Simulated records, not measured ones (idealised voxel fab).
The following is a process module called voxel wiring stack.
This is section cut - it's 215 nm across, gridded in 5 nm square cells.
How to read a cross-section here: the picture is a grid of square cells, written as bands going from the top down, and any band can span one or more rows of cells. This entry defines a band. It first specifies the height of the band's top and the height of its bottom in nm, and then specifies the band's materials from left to right, stating each material with its width in nm. The word "everywhere" identifies a single material that fills the band from edge to edge, while the word "blank" identifies empty space. The level at which height equals 0 is the one under which the wafer, as it arrives, is entirely one material. No lower edge exists for the bottom band, which continues downward and is notated as in "0 and below". Think of "30..40" as a width that walks from the first number to the second as you go down the band, top row to bottom row, taking equal-sized steps from row to row. For the purposes of this document, the phrase "no modification" attached to a step denotes that no cell within the cross-section was modified by that step. So "Trapped voids" is basically the list of trapped voids: any empty space of 8 cells or more that can't reach the top through an opening. They're written width x height at distance, the distance being from the left edge, and it's all nm. Where a step's line continues beyond its settings, the continuation is a remark by the simulator itself on that step. A step line may carry the setting "overlay nm", which, for steps involving a mask, states the distance by which the mask lay to the right of its intended position; negative values denote displacement to the left.
## Planned step list for the process
1) RECEIVE | material Si
2) CONFORMAL_DEP | material SiO2 | thk nm 15
3) DIRECTIONAL_DEP | material TiN | thk nm 5
4) DIRECTIONAL_DEP | material W | thk nm 25
5) MASKED_ETCH | tone cover | mask id METAL_1 | width nm 25 | pitch nm 50 | etch materials W | depth nm 25 | overlay nm 0
6) MASKED_ETCH | tone cover | mask id METAL_1 | width nm 25 | pitch nm 50 | etch materials TiN | depth nm 5 | overlay nm 0
7) CONFORMAL_DEP | material SiCN | thk nm 5
8) FILL_DEP | material lowk | thk nm 10
9) CMP | height nm 45
10) CONFORMAL_DEP | material SiCN | thk nm 5
11) DIRECTIONAL_DEP | material lowk | thk nm 10
12) DIRECTIONAL_DEP | material aC | thk nm 15
13) PATTERN | tone open | mask id PLUG_1 | material resist | width nm 15 | pitch nm 50 | thk nm 35 | overlay nm 0
14) DIRECTIONAL_ETCH | etch materials aC | depth nm 15
15) STRIP | etch materials resist
16) DIRECTIONAL_ETCH | etch materials lowk | depth nm 10
17) DIRECTIONAL_ETCH | etch materials SiCN | depth nm 5
18) STRIP | etch materials aC
19) CONFORMAL_DEP | material TiN | thk nm 5
20) FILL_DEP | material W | thk nm 5
21) CMP | height nm 60
22) DIRECTIONAL_DEP | material TiN | thk nm 5
23) DIRECTIONAL_DEP | material W | thk nm 15
24) MASKED_ETCH | tone cover | mask id METAL_2 | width nm 25 | pitch nm 50 | etch materials W | depth nm 15 | overlay nm 0
25) MASKED_ETCH | tone cover | mask id METAL_2 | width nm 25 | pitch nm 50 | etch materials TiN | depth nm 5 | overlay nm 0
26) CONFORMAL_DEP | material SiN | thk nm 5
27) FILL_DEP | material SiO2 | thk nm 5
28) CMP | height nm 80
29) CONFORMAL_DEP | material SiCN | thk nm 5
30) DIRECTIONAL_DEP | material SiO2 | thk nm 25
31) DIRECTIONAL_DEP | material aC | thk nm 15
32) PATTERN | tone open | mask id METAL_3 | material resist | width nm 25 | pitch nm 50 | thk nm 30 | overlay nm 0
33) DIRECTIONAL_ETCH | etch materials aC | depth nm 15
34) STRIP | etch materials resist
35) DIRECTIONAL_ETCH | etch materials SiO2 | depth nm 15
36) STRIP | etch materials aC
37) PATTERN | tone open | mask id METAL_3_HOLES | material resist | width nm 15 | thk nm 20 | overlay nm 0
38) DIRECTIONAL_ETCH | etch materials SiO2 | depth nm 10
39) DIRECTIONAL_ETCH | etch materials SiCN | depth nm 5
40) STRIP | etch materials resist
41) CONFORMAL_DEP | material TiN | thk nm 5
42) FILL_DEP | material Ru | thk nm 10
43) CMP | height nm 110
44) CONFORMAL_DEP | material SiN | thk nm 5
## As-received state of the wafer in cross-section, equivalent to post-step 1
* 0 and below  Si everywhere
* Trapped voids: none
## The first of two wafers, cross-sectioned at the end of the module, with the run proceeding as planned
* 115 down to 110  SiN everywhere
* 110 down to 100  70 of SiO2; 5 of TiN; 15 of Ru; 5 of TiN; 25 of SiO2; 5 of TiN; 15 of Ru; 5 of TiN; 70 of SiO2
* 100 down to 95  70 of SiO2; 5 of TiN; 5 of Ru; 15 of TiN; 25 of SiO2; 25 of TiN; 70 of SiO2
* 95 down to 85  70 of SiO2; 5 of TiN; 5 of Ru; 5 of TiN; 130 of SiO2
* 85 down to 80  70 of SiCN; 15 of TiN; 130 of SiCN
* 80 down to 65  65 of SiO2; 5 of SiN; 25 of W; 5 of SiN; 15 of SiO2; 5 of SiN; 25 of W; 5 of SiN; 65 of SiO2
* 65 down to 60  70 of SiN; 25 of TiN; 25 of SiN; 25 of TiN; 70 of SiN
* 60 down to 50  70 of lowk; 5 of TiN; 5 of W; 5 of TiN; 35 of lowk; 5 of TiN; 5 of W; 5 of TiN; 80 of lowk
* 50 down to 45  70 of SiCN; 15 of TiN; 35 of SiCN; 15 of TiN; 80 of SiCN
* 45 down to 20  65 of lowk; 5 of SiCN; 25 of W; 5 of SiCN; 15 of lowk; 5 of SiCN; 25 of W; 5 of SiCN; 65 of lowk
* 20 down to 15  70 of SiCN; 25 of TiN; 25 of SiCN; 25 of TiN; 70 of SiCN
* 15 down to 0  SiO2 everywhere
* 0 and below  Si everywhere
* Trapped voids: none
## Cross-section of the latter of the two wafers at module completion. It had an identical start and an identical plan to the former; in running it, one mistake was made
* 115 down to 110  SiN everywhere
* 110 down to 105  Ru everywhere
* 105 down to 100  75 of TiN; 15 of Ru; 35 of TiN; 15 of Ru; 75 of TiN
* 100 down to 95  70 of SiO2; 25 of TiN; 25 of SiO2; 5 of TiN; 15 of Ru; 5 of TiN; 70 of SiO2
* 95 down to 85  85 of SiO2; 10 of TiN; 25 of SiO2; 5 of TiN; 15 of Ru; 5 of TiN; 70 of SiO2
* 85 down to 80  85 of SiCN; 10 of TiN; 25 of SiCN; 25 of TiN; 70 of SiCN
* 80 down to 65  65 of SiO2; 5 of SiN; 25 of W; 5 of SiN; 15 of SiO2; 5 of SiN; 25 of W; 5 of SiN; 65 of SiO2
* 65 down to 60  70 of SiN; 25 of TiN; 25 of SiN; 25 of TiN; 70 of SiN
* 60 down to 50  70 of lowk; 5 of TiN; 5 of W; 5 of TiN; 35 of lowk; 5 of TiN; 5 of W; 5 of TiN; 80 of lowk
* 50 down to 45  70 of SiCN; 15 of TiN; 35 of SiCN; 15 of TiN; 80 of SiCN
* 45 down to 20  65 of lowk; 5 of SiCN; 25 of W; 5 of SiCN; 15 of lowk; 5 of SiCN; 25 of W; 5 of SiCN; 65 of lowk
* 20 down to 15  70 of SiCN; 25 of TiN; 25 of SiCN; 25 of TiN; 70 of SiCN
* 15 down to 0  SiO2 everywhere
* 0 and below  Si everywhere
* Trapped voids: none
Processing error: note that step 37 departed from the planned setting and was carried out as PATTERN | tone cover | mask id METAL_3_HOLES | material resist | width nm 15 | thk nm 20 | overlay nm 0
The closing comparison, in cells, has the second wafer with more or fewer of some materials than the first: 43 more of Ru | 4 fewer of SiCN | 74 fewer of SiO2 | 35 more of TiN
